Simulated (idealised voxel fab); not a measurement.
Title: Process Module voxel wiring stack
cross-section cut | 170 nm wide | cells 5 nm
Format of a cross-section: grid, square cells. Given as bands. Order: top down. Band: one or more rows of cells. Basically the band line says how high the top is and how high the bottom is, in nm, and then what's in it from left to right, every material with its width in nm. Empty space shows up as "empty", and if a single material carries "full width" it runs the full band edge to edge. Basically, 0 is our baseline, since under it the wafer straight out of the box is all one material. The bottom band has no lower end and keeps on going down, so it looks like "0 nm and below". Think of "30 to 40" as a width that walks from the first number to the second as you go down the band, top row to bottom row, taking equal-sized steps from row to row. Step note "identical to before" = no cross-section cell changed. For the entry "Enclosed cavities", the listed items are empty spaces with no open way to the top whose size is 8 cells or more; each item follows the pattern width x height at distance, where distance is from the left edge and all three are in nm. Read whatever lies past the settings on a step's line as the simulator's own remark about the step. overlay nm: mask right of planned place by this much (step with mask). Neg. = left.
SET OUT BELOW ARE THE PLANNED STEPS OF THE PROCESS
1 RECEIVE: material Si
2 CONFORMAL_DEP: material SiO2, thk nm 15
3 DIRECTIONAL_DEP: material TiN, thk nm 5
4 DIRECTIONAL_DEP: material W, thk nm 25
5 MASKED_ETCH: tone cover, mask id METAL_1, width nm 30, pitch nm 45, etch materials W, depth nm 25, overlay nm 0
6 MASKED_ETCH: tone cover, mask id METAL_1, width nm 30, pitch nm 45, etch materials TiN, depth nm 5, overlay nm -10
7 CONFORMAL_DEP: material SiCN, thk nm 5
8 FILL_DEP: material SiO2, thk nm 5
9 CMP: height nm 45
10 CONFORMAL_DEP: material SiCN, thk nm 5
11 DIRECTIONAL_DEP: material SiO2, thk nm 30
12 DIRECTIONAL_DEP: material aC, thk nm 15
13 PATTERN: tone open, mask id METAL_2_HOLES, material resist, width nm 15, pitch nm 90, thk nm 35, overlay nm 0
14 DIRECTIONAL_ETCH: etch materials aC, depth nm 15
15 STRIP: etch materials resist
16 DIRECTIONAL_ETCH: etch materials SiO2, depth nm 30
17 STRIP: etch materials aC
18 PATTERN: tone open, mask id METAL_2, material resist, width nm 30, pitch nm 45, thk nm 15, overlay nm 0
19 DIRECTIONAL_ETCH: etch materials SiO2, depth nm 15
20 DIRECTIONAL_ETCH: etch materials SiCN, depth nm 5
21 STRIP: etch materials resist
22 CONFORMAL_DEP: material TiN, thk nm 5
23 FILL_DEP: material Ru, thk nm 10
24 CMP: height nm 80
25 CONFORMAL_DEP: material SiCN, thk nm 5
The plan shows the overlay nm of step 6 as the first wafer had it; this setting differs between the wafers, which start out alike.
SO THIS IS THE FIRST OF SEVERAL WAFERS, CROSS-SECTIONED AS IT CAME TO US, MEANING IT'S AT THE END OF STEP 1
	0 nm and below = Si full width
	Enclosed cavities: none
NOTE: THE FOLLOWING TABLE IS ARRANGED BY WAFER, A ROW APIECE. EACH ROW REPORTS THE END-OF-MODULE STATE: PER MATERIAL, CELLS GAINED (+) OR CELLS LOST (-) COMPARED WITH THE WAFER AS RECEIVED; CLOSED VOIDS FOLLOW
overlay nm -10, +32 Ru, +106 SiCN, +280 SiO2, +70 TiN, +90 W, Enclosed cavities: none
overlay nm -5, +32 Ru, +108 SiCN, +281 SiO2, +67 TiN, +90 W, Enclosed cavities: none
overlay nm 0, +32 Ru, +108 SiCN, +284 SiO2, +64 TiN, +90 W, Enclosed cavities: none
overlay nm 5, +32 Ru, +108 SiCN, +281 SiO2, +67 TiN, +90 W, Enclosed cavities: none
overlay nm 10, +32 Ru, +106 SiCN, +280 SiO2, +70 TiN, +90 W, Enclosed cavities: none
